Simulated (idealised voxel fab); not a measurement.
process module | voxel transistor to metal
cross-section cut | 145 nm wide | cells 5 nm
A cross-section is a grid of square cells, given in bands from the top down. A band is one or more rows of cells.
Each band's line starts with the height of the band's top and of its bottom, in nm. Then come its materials from left to right, each with its width in nm. One material with "throughout" fills the band from edge to edge. "air" is empty space.
Height 0 is the level under which the wafer as received is all one material. The lowest band goes on downwards, as in "0 down".
A width such as "30 to 40" changes by the same amount from each row of cells to the next, from the band's top row to its bottom row.
"no change" after a step means that no cell of the cross-section changed.
closed voids: empty space of 8 cells or more with no open way to the top, each as width x height at its distance from the left edge, in nm
after a step's settings: what the simulator itself notes on the step
overlay nm, on a step with a mask: how far to the right of its planned place the mask lay; to the left if negative
plan
1 op RECEIVE | material Si
2 op CONFORMAL_DEP | material SiO2 | thk nm 5
3 op CONFORMAL_DEP | material SiN | thk nm 10
4 op DIRECTIONAL_DEP | material aC | thk nm 10
5 op PATTERN | tone cover | mask id ACTIVE | material resist | width nm 105 | thk nm 25 | overlay nm 0
6 op DIRECTIONAL_ETCH | etch materials aC | depth nm 10
7 op STRIP | etch materials resist
8 op DIRECTIONAL_ETCH | etch materials SiN | depth nm 10
9 op DIRECTIONAL_ETCH | etch materials SiO2 | depth nm 5
10 op DIRECTIONAL_ETCH | etch materials Si | depth nm 25
11 op STRIP | etch materials aC
12 op FILL_DEP | material SiO2 | thk nm 15
13 op CMP | height nm 15
14 op SELECTIVE_ETCH | etch materials SiO2 | depth nm 5
15 op STRIP | etch materials SiN
16 op SELECTIVE_ETCH | etch materials SiO2 | depth nm 5
17 op OXIDIZE | depth nm 5
18 op DIRECTIONAL_DEP | material polySi | thk nm 30
19 op DIRECTIONAL_DEP | material SiCN | thk nm 10
20 op MASKED_ETCH | tone cover | mask id GATE | width nm 25 | etch materials SiCN | depth nm 20 | overlay nm 0
21 op MASKED_ETCH | tone cover | mask id GATE | width nm 25 | etch materials polySi | depth nm 40 | overlay nm 0
22 op CONFORMAL_DEP | material SiO2 | thk nm 5
23 op DIRECTIONAL_ETCH | etch materials SiO2 | depth nm 5
24 op CONFORMAL_DEP | material SiN | thk nm 10
25 op DIRECTIONAL_ETCH | etch materials SiN | depth nm 10
26 op DIRECTIONAL_ETCH | etch materials SiO2 | depth nm 5
27 op DIRECTIONAL_ETCH | etch materials Si | depth nm 5
28 op EPI | material nSi | thk nm 10
29 op FILL_DEP | material SiO2 | thk nm 10
30 op CMP | height nm 40
31 op DIRECTIONAL_DEP | material SiO2 | thk nm 15
32 op MASKED_ETCH | tone open | mask id CONTACT | width nm 15 | pitch nm 80 | etch materials SiO2 | depth nm 50 | overlay nm 0
33 op CONFORMAL_DEP | material TiN | thk nm 5
34 op FILL_DEP | material Ru | thk nm 10
35 op CMP | height nm 55
36 op CONFORMAL_DEP | material SiCN | thk nm 5
37 op DIRECTIONAL_DEP | material lowk | thk nm 25
38 op DIRECTIONAL_DEP | material aC | thk nm 15
39 op PATTERN | tone open | mask id METAL_1 | material resist | width nm 15 | pitch nm 80 | thk nm 30 | overlay nm 0
40 op DIRECTIONAL_ETCH | etch materials aC | depth nm 15
41 op STRIP | etch materials resist
42 op DIRECTIONAL_ETCH | etch materials lowk | depth nm 25
43 op DIRECTIONAL_ETCH | etch materials SiCN | depth nm 5
44 op STRIP | etch materials aC
45 op CONFORMAL_DEP | material TiN | thk nm 5
46 op FILL_DEP | material Cu | thk nm 10
47 op CMP | height nm 85
48 op CONFORMAL_DEP | material SiCN | thk nm 5
49 op DIRECTIONAL_DEP | material SiO2 | thk nm 25
50 op DIRECTIONAL_DEP | material aC | thk nm 10
51 op PATTERN | tone open | mask id METAL_2 | material resist | width nm 15 | pitch nm 80 | thk nm 30 | overlay nm 0
52 op DIRECTIONAL_ETCH | etch materials aC | depth nm 10
53 op STRIP | etch materials resist
54 op DIRECTIONAL_ETCH | etch materials SiO2 | depth nm 15
55 op STRIP | etch materials aC
56 op DIRECTIONAL_DEP | material aC | thk nm 15
57 op PATTERN | tone open | mask id METAL_2_HOLES | material resist | width nm 15 | pitch nm 80 | thk nm 30 | overlay nm 0
58 op DIRECTIONAL_ETCH | etch materials aC | depth nm 15
59 op STRIP | etch materials resist
60 op DIRECTIONAL_ETCH | etch materials SiO2 | depth nm 10
61 op DIRECTIONAL_ETCH | etch materials SiCN | depth nm 5
62 op STRIP | etch materials aC
63 op CONFORMAL_DEP | material TiN | thk nm 5
64 op FILL_DEP | material Cu | thk nm 10
65 op CMP | height nm 115
66 op CONFORMAL_DEP | material SiCN | thk nm 5
as received, after step 1
  0 down: Si throughout
  closed voids: none
a wafer at the end: this start, this plan, one mistake
  120 to 115: SiCN throughout
  115 to 90: SiO2 25 | TiN 5 | Cu 5 | TiN 5 | SiO2 65 | TiN 5 | Cu 5 | TiN 5 | SiO2 25
  90 to 85: SiCN 25 | TiN 15 | SiCN 65 | TiN 15 | SiCN 25
  85 to 60: lowk 25 | TiN 5 | Cu 5 | TiN 5 | lowk 65 | TiN 5 | Cu 5 | TiN 5 | lowk 25
  60 to 55: SiCN 25 | TiN 15 | SiCN 65 | TiN 15 | SiCN 25
  55 to 40: SiO2 25 | TiN 5 | Ru 5 | TiN 5 | SiO2 65 | TiN 5 | Ru 5 | TiN 5 | SiO2 25
  40 to 30: SiO2 25 | TiN 5 | Ru 5 | TiN 5 | SiO2 10 | SiN 10 | SiO2 5 | SiCN 15 | SiO2 5 | SiN 10 | SiO2 10 | TiN 5 | Ru 5 | TiN 5 | SiO2 25
  30 to 10: SiO2 25 | TiN 5 | Ru 5 | TiN 5 | SiO2 5 | SiN 10 | SiO2 5 | polySi 25 | SiO2 5 | SiN 10 | SiO2 5 | TiN 5 | Ru 5 | TiN 5 | SiO2 25
  10 to 5: SiO2 25 | TiN 15 | SiO2 5 | SiN 10 | SiO2 5 | polySi 25 | SiO2 5 | SiN 10 | SiO2 5 | TiN 15 | SiO2 25
  5 to 0: SiO2 20 | SiN 10 | nSi 15 | SiN 10 | SiO2 5 | polySi 25 | SiO2 5 | SiN 10 | nSi 15 | SiN 10 | SiO2 20
  0 to -5: SiO2 30 | nSi 15 | SiO2 55 | nSi 15 | SiO2 30
  -5 to -10: SiO2 20 | Si 10 | nSi 15 | Si 55 | nSi 15 | Si 10 | SiO2 20
  -10 to -25: SiO2 20 | Si 105 | SiO2 20
  -25 down: Si throughout
  closed voids: none
what went wrong: step 20 ran as: op MASKED_ETCH | tone cover | mask id GATE | width nm 15 | etch materials SiCN | depth nm 20 | overlay nm 0
